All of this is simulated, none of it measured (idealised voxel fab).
Module name: voxel wiring stack (process module)
Section shown: cut. Width: 260 nm. Cell size: 5 nm, square.
Format of a cross-section: grid, square cells. Given as bands. Order: top down. Band: one or more rows of cells. Within each band entry, the heights of the top and of the bottom of the band appear first, in that order and in nm; the materials of the band then follow from left to right, each with its corresponding width in nm. The designation "throughout" on a single material indicates that it fills the band from edge to edge; the designation "blank" indicates empty space. Ref level 0: as-received wafer is one material below here. Bottom band extends down with no lower bound ("0..down"). Per-row width for "30 to 40": begins at first number (top row of band), ends at second number (bottom row), increment between rows held constant. The cross-section has no changed cell in any step marked "no modification". Closed empty spaces (no open way to the top) of 8 cells or more are what "Closed internal cavities" lists, each as width x height at distance from the left edge, nm for all three. On a step's line, text after the settings is the simulator commenting on that step. A step's line can hold "overlay nm"; with a mask on that step, the setting says how far right of the planned place the mask lay, while a negative setting says it lay to the left.

Process steps foreseen in the plan
1,op RECEIVE | material Si
2,op CONFORMAL_DEP | material SiO2 | thk nm 10
3,op CONFORMAL_DEP | material SiCN | thk nm 5
4,op DIRECTIONAL_DEP | material lowk | thk nm 20
5,op PATTERN | tone open | mask id METAL_1 | material resist | width nm 30 | pitch nm 55 | thk nm 15 | overlay nm 0
6,op DIRECTIONAL_ETCH | etch materials lowk | depth nm 20
7,op DIRECTIONAL_ETCH | etch materials SiCN | depth nm 5
8,op STRIP | etch materials resist
9,op CONFORMAL_DEP | material TiN | thk nm 5
10,op FILL_DEP | material W | thk nm 5
11,op CMP | height nm 35
12,op CONFORMAL_DEP | material SiCN | thk nm 5
13,op DIRECTIONAL_DEP | material SiO2 | thk nm 30
14,op PATTERN | tone open | mask id METAL_2 | material resist | width nm 30 | pitch nm 55 | thk nm 15 | overlay nm 0
15,op DIRECTIONAL_ETCH | etch materials SiO2 | depth nm 15
16,op STRIP | etch materials resist
17,op DIRECTIONAL_DEP | material aC | thk nm 15
18,op PATTERN | tone open | mask id METAL_2_HOLES | material resist | width nm 15 | pitch nm 110 | thk nm 30 | overlay nm 0
19,op DIRECTIONAL_ETCH | etch materials aC | depth nm 15
20,op STRIP | etch materials resist
21,op DIRECTIONAL_ETCH | etch materials SiO2 | depth nm 15
22,op DIRECTIONAL_ETCH | etch materials SiCN | depth nm 5
23,op STRIP | etch materials aC
24,op CONFORMAL_DEP | material TiN | thk nm 5
25,op FILL_DEP | material Ru | thk nm 5
26,op CMP | height nm 70
27,op CONFORMAL_DEP | material SiCN | thk nm 5

Shown in cross-section is the wafer as received, that is, as it stands after step 1
> 0..down = Si throughout
> Closed internal cavities: none

Figure: cross-sectional view of the wafer upon completion of the module, processed from the initial state and according to the plan depicted above, with one error introduced during execution
> 75..70 = SiCN throughout
> 70..60 = SiO2 60 / TiN 5 / Ru 20 / TiN 5 / SiO2 25 / TiN 5 / Ru 20 / TiN 5 / SiO2 25 / TiN 5 / Ru 20 / TiN 5 / SiO2 60
> 60..55 = SiO2 60 / TiN 5 / Ru 5 / TiN 20 / SiO2 25 / TiN 30 / SiO2 25 / TiN 5 / Ru 5 / TiN 20 / SiO2 60
> 55..40 = SiO2 60 / TiN 5 / Ru 5 / TiN 5 / SiO2 95 / TiN 5 / Ru 5 / TiN 5 / SiO2 75
> 40..35 = SiCN 60 / TiN 15 / SiCN 95 / TiN 15 / SiCN 75
> 35..20 = lowk 60 / TiN 5 / W 20 / TiN 5 / lowk 25 / TiN 5 / W 20 / TiN 5 / lowk 25 / TiN 5 / W 20 / TiN 5 / lowk 60
> 20..15 = lowk 60 / TiN 30 / lowk 25 / TiN 30 / lowk 25 / TiN 30 / lowk 60
> 15..10 = Ru throughout
> 10..0 = SiO2 throughout
> 0..down = Si throughout
> Closed internal cavities: none
Finding, execution versus plan: the process deviated at step 3: the operation and settings actually run there were op CONFORMAL_DEP | material Ru | thk nm 5
